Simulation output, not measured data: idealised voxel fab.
Presented below is a process module, voxel transistor to metal.
cross-section cut | 205 nm wide | cells 5 nm
Bands, listed from the top down, are how a cross-section gets written in this document; the cross-section itself is a grid of square cells, and a band is one or more rows of them.
Heads up on the band format: heights come first, top then bottom, in nm. After that it's the materials left to right, each with its width in nm. A single material flagged "throughout" fills the whole band edge to edge, and "empty" means there's empty space there.
Heights are measured from 0, the level below which the as-received wafer is all one material; the lowest band has no bottom and continues downward, written as in "z 0 and below".
The two numbers in a width such as "30..40" mark its ends across the band: the first belongs to the top row of cells, the second to the bottom row, and from each row to the next the width moves by the same amount.
"nothing changed", as given for a step, is the statement that not any cell of the cross-section underwent a change during that step.
Empty spaces counting at least 8 cells and having no open way to the top are listed in "Enclosed void list". The notation width x height at distance is used for each, the distance being from the left edge and all three values in nm.
On each step's line, the part that comes after the settings is the simulator's own comment on the step.
overlay nm: where the mask lay relative to plan, measured to the right, on steps with a mask; negatives go left.

Below is the list of planned process steps:
1. RECEIVE,material Si
2. OXIDIZE,depth nm 5
3. CONFORMAL_DEP,material SiN,thk nm 10
4. MASKED_ETCH,tone cover,mask id ACTIVE,width nm 95,etch materials SiN,depth nm 10,overlay nm 0
5. MASKED_ETCH,tone cover,mask id ACTIVE,width nm 95,etch materials SiO2,depth nm 5,overlay nm 0
6. MASKED_ETCH,tone cover,mask id ACTIVE,width nm 95,etch materials Si,depth nm 30,overlay nm 0
7. OXIDIZE,depth nm 5
8. FILL_DEP,material SiO2,thk nm 5
9. CMP,height nm 10
10. SELECTIVE_ETCH,etch materials SiO2,depth nm 5
11. STRIP,etch materials SiN
12. SELECTIVE_ETCH,etch materials SiO2,depth nm 5
13. OXIDIZE,depth nm 5
14. DIRECTIONAL_DEP,material polySi,thk nm 20
15. DIRECTIONAL_DEP,material SiCN,thk nm 10
16. MASKED_ETCH,tone cover,mask id GATE,width nm 25,etch materials SiCN,depth nm 20,overlay nm 0
17. MASKED_ETCH,tone cover,mask id GATE,width nm 25,etch materials polySi,depth nm 30,overlay nm 0
18. CONFORMAL_DEP,material SiO2,thk nm 5
19. DIRECTIONAL_ETCH,etch materials SiO2,depth nm 5
20. CONFORMAL_DEP,material SiN,thk nm 5
21. DIRECTIONAL_ETCH,etch materials SiN,depth nm 5
22. DIRECTIONAL_ETCH,etch materials SiO2,depth nm 5
23. EPI,material pSi,thk nm 5
24. FILL_DEP,material SiO2,thk nm 10
25. CMP,height nm 25
26. DIRECTIONAL_DEP,material SiO2,thk nm 10
27. DIRECTIONAL_DEP,material aC,thk nm 15
28. PATTERN,tone open,mask id CONTACT,material resist,width nm 15,pitch nm 70,thk nm 35,overlay nm 0
29. DIRECTIONAL_ETCH,etch materials aC,depth nm 15
30. STRIP,etch materials resist
31. DIRECTIONAL_ETCH,etch materials SiO2,depth nm 40
32. STRIP,etch materials aC
33. CONFORMAL_DEP,material TiN,thk nm 5
34. FILL_DEP,material W,thk nm 10
35. CMP,height nm 35
36. CONFORMAL_DEP,material SiCN,thk nm 5
37. DIRECTIONAL_DEP,material lowk,thk nm 20
38. MASKED_ETCH,tone open,mask id METAL_1,width nm 15,pitch nm 70,etch materials lowk,depth nm 20,overlay nm 0
39. MASKED_ETCH,tone open,mask id METAL_1,width nm 15,pitch nm 70,etch materials SiCN,depth nm 5,overlay nm -15
40. CONFORMAL_DEP,material TiN,thk nm 5
41. FILL_DEP,material Cu,thk nm 10
42. CMP,height nm 60
43. CONFORMAL_DEP,material SiN,thk nm 5
The wafers are alike at the start. At step 39, their overlay nm differs. The plan lists the first wafer's value.

Cross-section of the first of several received wafers, showing its state after step 1:
  z 0 and below | Si throughout
  Enclosed void list: none

Note: the following table is arranged by wafer, a row apiece. Each row reports the end-of-module state: per material, cells gained (+) or cells lost (-) compared with the wafer as received; closed voids follow:
overlay nm -15, +6 Cu, -226 Si, +51 SiCN, +55 SiN, +413 SiO2, +52 TiN, +14 W, +140 lowk, +8 pSi, +20 polySi, Enclosed void list: none
overlay nm -10, +6 Cu, -226 Si, +49 SiCN, +55 SiN, +413 SiO2, +54 TiN, +14 W, +140 lowk, +8 pSi, +20 polySi, Enclosed void list: none
overlay nm -5, +6 Cu, -226 Si, +47 SiCN, +55 SiN, +413 SiO2, +56 TiN, +14 W, +140 lowk, +8 pSi, +20 polySi, Enclosed void list: none
overlay nm 0, +8 Cu, -226 Si, +45 SiCN, +55 SiN, +413 SiO2, +56 TiN, +14 W, +140 lowk, +8 pSi, +20 polySi, Enclosed void list: none
overlay nm 5, +6 Cu, -226 Si, +47 SiCN, +55 SiN, +413 SiO2, +56 TiN, +14 W, +140 lowk, +8 pSi, +20 polySi, Enclosed void list: none
overlay nm 10, +6 Cu, -226 Si, +49 SiCN, +55 SiN, +413 SiO2, +54 TiN, +14 W, +140 lowk, +8 pSi, +20 polySi, Enclosed void list: none
overlay nm 15, +6 Cu, -226 Si, +51 SiCN, +55 SiN, +413 SiO2, +52 TiN, +14 W, +140 lowk, +8 pSi, +20 polySi, Enclosed void list: none
